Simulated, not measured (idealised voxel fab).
Module name: voxel local oxidation (process module)
cross-section cut | 250 nm wide | cells 5 nm
Cross-section, as written here: a square-cell grid given band by band from the top down, where a band holds one or more rows of cells.
First you get the band's top height and its bottom height, in nm, and then the materials it's made of, left to right, with each width in nm. If you see a single material with "everywhere", that one covers the band edge to edge. "empty" is empty space.
Heights are measured from 0, the level below which the as-received wafer is all one material; the lowest band has no bottom and continues downward, written as in "z 0 and below".
The expression "30->40" gives the width at the extremes of the band, the first number at its top row of cells and the second at its bottom row, with the width changing by equal amounts from each row to the next in between.
Where the words "no modifications" appear for a step, the cross-section shows no cell changed by that step; every cell remained as before.
"Entrapped voids" enumerates empty spaces isolated from the top, with no open way to it, that contain at least 8 cells, giving each as width x height at distance from the left edge, all three in nm.
That trailing text on a step's line, after the settings, is the simulator's own remark on the step.
The optional step-line setting "overlay nm" applies to steps with a mask and quantifies how far to the right of its planned location the mask lay, a negative value indicating leftward placement.
# Process steps (planned)
1. RECEIVE, material Si
2. OXIDIZE, depth nm 5
3. CONFORMAL_DEP, material SiN, thk nm 10
4. DIRECTIONAL_DEP, material aC, thk nm 10
5. PATTERN, tone cover, mask id ACTIVE, material resist, width nm 90, thk nm 25, overlay nm 0
6. DIRECTIONAL_ETCH, etch materials aC, depth nm 10
7. STRIP, etch materials resist
8. DIRECTIONAL_ETCH, etch materials SiN, depth nm 10
9. STRIP, etch materials aC
10. SELECTIVE_ETCH, etch materials SiO2, depth nm 5
11. OXIDIZE, depth nm 10
12. STRIP, etch materials SiN
# So this is the incoming wafer in cross-section - it's already been through step 1
	z 0 and below: Si everywhere
	Entrapped voids: none
# Cross-sectional image of the first of two wafers at the end of the module, the run having proceeded as planned
	z 0 to -5: 85 of empty, 80 of SiO2, 85 of empty
	z -5 to -15: 95 of SiO2, 60 of Si, 95 of SiO2
	z -15 and below: Si everywhere
	Entrapped voids: none
# This cross-section belongs to the second wafer of two at the end of the module; the start and the plan were shared with the first, and the run included one mistake
	z 5 to -5: SiO2 everywhere
	z -5 and below: Si everywhere
	Entrapped voids: none
Processing error: step 3 did not use the planned setting and instead ran as CONFORMAL_DEP, material SiO2, thk nm 10
Wafer comparison, final, in cells, second relative to first, materials more or fewer: 76 more of Si, 8 more of SiO2
